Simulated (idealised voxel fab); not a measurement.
The process module that follows is named voxel wiring stack.
Displayed cross-section: cut, width of 160 nm, square cells sized 5 nm.
Cross-sections here: square-cell grids, written as top-down lists of bands, a band being one or more rows of cells. Top height, bottom height, nm. Materials left to right, width each, nm. Single material + "throughout" = fills band edge to edge. "blank" = empty. Heights are measured from 0, the level below which the as-received wafer is all one material; the lowest band has no bottom and continues downward, written as in "0 nm and below". So if you see something like "30 to 40" for the width, read it as the top row of the band sitting at the first number and the bottom row at the second, with every row in between moving by the same amount as the last. Given "identical to before" for a step, no cell of the cross-section differs between before and after that step. If an empty space has no open way to the top and is at least 8 cells in size, "Trapped void list" lists it, written width x height at distance, where distance is measured from the left edge and every value is in nm. Formally, on a step line, whatever follows the settings is a remark that the simulator itself makes on the step. overlay nm: step with mask; distance mask lay right of planned place; negative value = left of planned place.

[The steps planned for the process are as follows]
1: RECEIVE, material Si
2: CONFORMAL_DEP, material SiO2, thk nm 15
3: CONFORMAL_DEP, material SiN, thk nm 5
4: DIRECTIONAL_DEP, material SiO2, thk nm 25
5: PATTERN, tone open, mask id METAL_1, material resist, width nm 25, pitch nm 45, thk nm 15, overlay nm 0
6: DIRECTIONAL_ETCH, etch materials SiO2, depth nm 25
7: DIRECTIONAL_ETCH, etch materials SiN, depth nm 5
8: STRIP, etch materials resist
9: CONFORMAL_DEP, material TiN, thk nm 5
10: FILL_DEP, material Ru, thk nm 10
11: CMP, height nm 45
12: CONFORMAL_DEP, material SiCN, thk nm 5
13: DIRECTIONAL_DEP, material SiO2, thk nm 30
14: MASKED_ETCH, tone open, mask id METAL_2, width nm 25, pitch nm 45, etch materials SiO2, depth nm 20, overlay nm 0
15: PATTERN, tone open, mask id METAL_2_HOLES, material resist, width nm 15, thk nm 20, overlay nm 0
16: DIRECTIONAL_ETCH, etch materials SiO2, depth nm 10
17: DIRECTIONAL_ETCH, etch materials SiCN, depth nm 5
18: STRIP, etch materials resist
19: CONFORMAL_DEP, material TiN, thk nm 5
20: FILL_DEP, material Cu, thk nm 10
21: CMP, height nm 80
22: CONFORMAL_DEP, material SiCN, thk nm 5
23: DIRECTIONAL_DEP, material lowk, thk nm 10
24: MASKED_ETCH, tone open, mask id PLUG_2, width nm 15, etch materials lowk, depth nm 10, overlay nm 0
25: MASKED_ETCH, tone open, mask id PLUG_2, width nm 15, etch materials SiCN, depth nm 5, overlay nm 0
26: CONFORMAL_DEP, material TiN, thk nm 5
27: FILL_DEP, material Cu, thk nm 5
28: CMP, height nm 95
29: CONFORMAL_DEP, material SiCN, thk nm 5
30: DIRECTIONAL_DEP, material SiO2, thk nm 20
31: MASKED_ETCH, tone open, mask id METAL_3, width nm 25, pitch nm 45, etch materials SiO2, depth nm 20, overlay nm 0
32: MASKED_ETCH, tone open, mask id METAL_3, width nm 25, pitch nm 45, etch materials SiCN, depth nm 5, overlay nm 0
33: CONFORMAL_DEP, material TiN, thk nm 5
34: FILL_DEP, material Cu, thk nm 5
35: CMP, height nm 120
36: CONFORMAL_DEP, material SiCN, thk nm 5

[Incoming wafer, cross-sectional view, post step 1]
* 0 nm and below: Si throughout
* Trapped void list: none

[This is how the wafer looks in cross-section once the module is done, given the starting state and plan above and one mistake in carrying the plan out]
* 125 nm to 120 nm: SiCN throughout
* 120 nm to 100 nm: SiO2=45 | TiN=5 | Cu=15 | TiN=5 | SiO2=20 | TiN=5 | Cu=15 | TiN=5 | SiO2=45
* 100 nm to 95 nm: SiCN=45 | TiN=25 | SiCN=20 | TiN=25 | SiCN=45
* 95 nm to 85 nm: Cu throughout
* 85 nm to 80 nm: TiN=50 | Cu=15 | TiN=30 | Cu=15 | TiN=50
* 80 nm to 65 nm: SiO2=45 | TiN=5 | Cu=15 | TiN=5 | SiO2=20 | TiN=5 | Cu=15 | TiN=5 | SiO2=45
* 65 nm to 60 nm: SiO2=45 | TiN=5 | Cu=5 | TiN=15 | SiO2=20 | TiN=25 | SiO2=45
* 60 nm to 50 nm: SiO2=45 | TiN=5 | Cu=5 | TiN=5 | SiO2=100
* 50 nm to 45 nm: SiCN=45 | TiN=15 | SiCN=100
* 45 nm to 20 nm: SiO2=45 | TiN=5 | Ru=15 | TiN=5 | SiO2=20 | TiN=5 | Ru=15 | TiN=5 | SiO2=45
* 20 nm to 15 nm: SiN=45 | TiN=25 | SiN=20 | TiN=25 | SiN=45
* 15 nm to 0 nm: SiO2 throughout
* 0 nm and below: Si throughout
* Trapped void list: none
What was the processing mistake? plan step 21 never ran because it was skipped
